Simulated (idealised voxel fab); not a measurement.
Presented below is a process module, voxel capacitor over wiring.
The width of the displayed cross-section, cut, is 295 nm; its cells are square, with a size of 5 nm.
Reading order for cross-sections: top band down to bottom band. Underlying form: a grid of square cells. Band size: one or more rows of cells.
Top, bottom (nm), then materials left to right with widths (nm); lone material tagged "throughout" fills the whole band edge to edge; "air" = empty space.
Convention: height 0 is the level below which the wafer, as received, is all one material. The lowest band does not terminate at the bottom but continues downward, represented as "0 down".
Per-row width for "30->40": begins at first number (top row of band), ends at second number (bottom row), increment between rows held constant.
It should be understood that the words "no modification", when stated for a given step, signify that the cross-section underwent no change in any of its cells during that step.
Voids not open to the top, 8 cells minimum: see "Unvented internal voids". Written width x height at distance; distance is from the left edge; nm.
On a step's line, text after the settings is the simulator commenting on that step.
The line of a step may include "overlay nm". On a step with a mask, this value is how far to the right of its planned place the mask lay. A negative value means the mask lay to the left.
BELOW IS THE LIST OF PLANNED PROCESS STEPS
1: RECEIVE [material Si]
2: CONFORMAL_DEP [material SiO2] [thk nm 10]
3: DIRECTIONAL_DEP [material TiN] [thk nm 5]
4: DIRECTIONAL_DEP [material W] [thk nm 20]
5: MASKED_ETCH [tone cover] [mask id METAL_1] [width nm 30] [pitch nm 100] [etch materials W] [depth nm 20] [overlay nm 0]
6: MASKED_ETCH [tone cover] [mask id METAL_1] [width nm 30] [pitch nm 100] [etch materials TiN] [depth nm 5] [overlay nm 0]
7: FILL_DEP [material SiO2] [thk nm 5]
8: CMP [height nm 35]
9: CONFORMAL_DEP [material SiCN] [thk nm 5]
10: DIRECTIONAL_DEP [material lowk] [thk nm 20]
11: MASKED_ETCH [tone open] [mask id PLUG_1] [width nm 15] [etch materials lowk] [depth nm 20] [overlay nm -15]
12: MASKED_ETCH [tone open] [mask id PLUG_1] [width nm 15] [etch materials SiCN] [depth nm 5] [overlay nm 0]
13: EPI [material Ru] [thk nm 10]
14: EPI [material Ru] [thk nm 10]
15: EPI [material Ru] [thk nm 5]
16: DIRECTIONAL_DEP [material TiN] [thk nm 5]
17: DIRECTIONAL_DEP [material Al2O3] [thk nm 5]
18: DIRECTIONAL_DEP [material TiN] [thk nm 5]
19: DIRECTIONAL_DEP [material aC] [thk nm 15]
20: PATTERN [tone cover] [mask id UPPER_PLATE] [material resist] [width nm 75] [thk nm 30] [overlay nm 0]
21: DIRECTIONAL_ETCH [etch materials aC] [depth nm 15]
22: STRIP [etch materials resist]
23: DIRECTIONAL_ETCH [etch materials TiN] [depth nm 5]
24: DIRECTIONAL_ETCH [etch materials Al2O3] [depth nm 5]
25: STRIP [etch materials aC]
26: DIRECTIONAL_DEP [material aC] [thk nm 10]
27: PATTERN [tone cover] [mask id LOWER_PLATE] [material resist] [width nm 85] [thk nm 30] [overlay nm 0]
28: DIRECTIONAL_ETCH [etch materials aC] [depth nm 10]
29: STRIP [etch materials resist]
30: DIRECTIONAL_ETCH [etch materials TiN] [depth nm 5]
31: STRIP [etch materials aC]
32: FILL_DEP [material SiO2] [thk nm 20]
33: CMP [height nm 90]
34: PATTERN [tone open] [mask id PLUG_2] [material resist] [width nm 15] [thk nm 15] [overlay nm 0]
35: DIRECTIONAL_ETCH [etch materials SiO2] [depth nm 15]
36: STRIP [etch materials resist]
37: CONFORMAL_DEP [material TiN] [thk nm 5]
38: FILL_DEP [material Ru] [thk nm 10]
39: CMP [height nm 90]
40: CONFORMAL_DEP [material SiCN] [thk nm 5]
Same starting wafers, different overlay nm at step 11. Plan value belongs to the first wafer.
FIRST WAFER OF SEVERAL, AS RECEIVED: CROSS-SECTION AFTER STEP 1
* 0 down: Si throughout
* Unvented internal voids: none
ROW PER WAFER, END-OF-MODULE: CELL GAIN (+)/LOSS (-) BY MATERIAL SINCE THE WAFER CAME IN, THEN CLOSED VOIDS
overlay nm -15 | +15 Al2O3 | +2 Ru | +118 SiCN | +663 SiO2 | +51 TiN | +48 W | +224 lowk | Unvented internal voids: none
overlay nm -10 | +15 Al2O3 | +15 Ru | +117 SiCN | +651 SiO2 | +51 TiN | +48 W | +224 lowk | Unvented internal voids: none
overlay nm -5 | +15 Al2O3 | +16 Ru | +116 SiCN | +651 SiO2 | +51 TiN | +48 W | +224 lowk | Unvented internal voids: none
overlay nm 0 | +15 Al2O3 | +17 Ru | +115 SiCN | +651 SiO2 | +51 TiN | +48 W | +224 lowk | Unvented internal voids: none
overlay nm 5 | +15 Al2O3 | +16 Ru | +116 SiCN | +651 SiO2 | +51 TiN | +48 W | +224 lowk | Unvented internal voids: none
overlay nm 10 | +15 Al2O3 | +15 Ru | +117 SiCN | +651 SiO2 | +51 TiN | +48 W | +224 lowk | Unvented internal voids: none
overlay nm 15 | +15 Al2O3 | +2 Ru | +118 SiCN | +663 SiO2 | +51 TiN | +48 W | +224 lowk | Unvented internal voids: none
